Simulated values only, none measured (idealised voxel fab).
Process module heading - voxel lift off
Square cells of 5 nm make up the cross-section cut, whose width is 190 nm.
Cross-section spec: square-cell grid; bands listed top down; each band is one or more rows.
Per band: top height and bottom height in nm, followed by the left-to-right materials and their widths in nm; "full width" marks a single material spanning edge to edge, "empty" marks empty space.
The reference from which all heights are counted is 0, the level beneath which the as-received wafer is entirely one material; the lowest band, having no lower bound, proceeds downward and is written after the example "0 down".
Width "30 to 40": first value at the band's top row of cells, second value at its bottom row, equal change from row to row.
Any step labelled "no modifications" changed none of the cells in the cross-section.
In "Trapped cavities" the enclosed voids are listed, meaning empty spaces of 8 cells or larger without any opening to the top. The form is width x height at distance, distance from the left edge, units nm.
On a step's line, text after the settings is the simulator commenting on that step.
Among the settings permitted on a step's line is "overlay nm"; applied to a step with a mask, it specifies the extent to which the mask lay to the right of its planned position, whereas a negative figure signifies a position to the left.
These are the steps we planned for the process
| 1 | RECEIVE (material Si) |
| 2 | CONFORMAL_DEP (material SiN; thk nm 15) |
| 3 | PATTERN (tone open; mask id LINES; material resist; width nm 30; pitch nm 50; thk nm 30; overlay nm 0) |
| 4 | DIRECTIONAL_DEP (material Ru; thk nm 15) |
| 5 | STRIP (etch materials resist) |
| 6 | CONFORMAL_DEP (material SiO2; thk nm 5) |
Cross-section of the wafer as it came to us, i.e., already through step 1
* 0 down = Si full width
* Trapped cavities: none
Cross-section, first of two wafers, end of module, run as planned
* 35 to 30 = empty: 25, then SiO2: 40, then empty: 10, then SiO2: 40, then empty: 10, then SiO2: 40, then empty: 25
* 30 to 20 = empty: 25, then SiO2: 5, then Ru: 30, then SiO2: 5, then empty: 10, then SiO2: 5, then Ru: 30, then SiO2: 5, then empty: 10, then SiO2: 5, then Ru: 30, then SiO2: 5, then empty: 25
* 20 to 15 = SiO2: 30, then Ru: 30, then SiO2: 20, then Ru: 30, then SiO2: 20, then Ru: 30, then SiO2: 30
* 15 to 0 = SiN full width
* 0 down = Si full width
* Trapped cavities: none
End of module, second wafer, cross-section. Started like the first, planned like the first, run with one mistake
* 35 to 30 = SiO2: 35, then empty: 20, then SiO2: 30, then empty: 20, then SiO2: 30, then empty: 20, then SiO2: 35
* 30 to 20 = Ru: 30, then SiO2: 5, then empty: 20, then SiO2: 5, then Ru: 20, then SiO2: 5, then empty: 20, then SiO2: 5, then Ru: 20, then SiO2: 5, then empty: 20, then SiO2: 5, then Ru: 30
* 20 to 15 = Ru: 30, then SiO2: 30, then Ru: 20, then SiO2: 30, then Ru: 20, then SiO2: 30, then Ru: 30
* 15 to 0 = SiN full width
* 0 down = Si full width
* Trapped cavities: none
Plan not followed: planned and actual differ for step 3; actual: PATTERN (tone cover; mask id LINES; material resist; width nm 30; pitch nm 50; thk nm 30; overlay nm 0)
Cell-count delta at end, second wafer over first, by material: +6 Ru
